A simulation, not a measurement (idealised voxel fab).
process module | voxel released beams
cross-section cut | 255 nm wide | cells 5 nm
A cross-section is a grid of square cells, given in bands from the top down. A band is one or more rows of cells.
Each band's line starts with the height of the band's top and of its bottom, in nm. Then come its materials from left to right, each with its width in nm. One material with "throughout" fills the band from edge to edge. "air" is empty space.
Height 0 is the level under which the wafer as received is all one material. The lowest band goes on downwards, as in "0 down".
A width such as "30 to 40" changes by the same amount from each row of cells to the next, from the band's top row to its bottom row.
"no change" after a step means that no cell of the cross-section changed.
closed voids: empty space of 8 cells or more with no open way to the top, each as width x height at its distance from the left edge, in nm
after a step's settings: what the simulator itself notes on the step
overlay nm, on a step with a mask: how far to the right of its planned place the mask lay; to the left if negative
plan
1 op RECEIVE | material Si
2 op CONFORMAL_DEP | material Al2O3 | thk nm 10
3 op DIRECTIONAL_DEP | material SiO2 | thk nm 10
4 op DIRECTIONAL_DEP | material aC | thk nm 15
5 op PATTERN | tone open | mask id ANCHOR | material resist | width nm 30 | thk nm 35 | overlay nm 0
6 op DIRECTIONAL_ETCH | etch materials aC | depth nm 15
7 op STRIP | etch materials resist
8 op DIRECTIONAL_ETCH | etch materials SiO2 | depth nm 10
9 op STRIP | etch materials aC
10 op CONFORMAL_DEP | material SiN | thk nm 10
11 op MASKED_ETCH | tone cover | mask id BEAM | width nm 100 | etch materials SiN | depth nm 10 | overlay nm 0
12 op STRIP | etch materials SiO2
as received, after step 1
  0 down: Si throughout
  closed voids: none
a wafer at the end: this start, this plan, one mistake
  30 to 20: Al2O3 90 | air 10 | Al2O3 155
  20 to 10: SiO2 80 | Al2O3 30 | SiO2 145
  10 to 0: Al2O3 throughout
  0 down: Si throughout
  closed voids: none
what went wrong: step 10 ran as: op CONFORMAL_DEP | material Al2O3 | thk nm 10
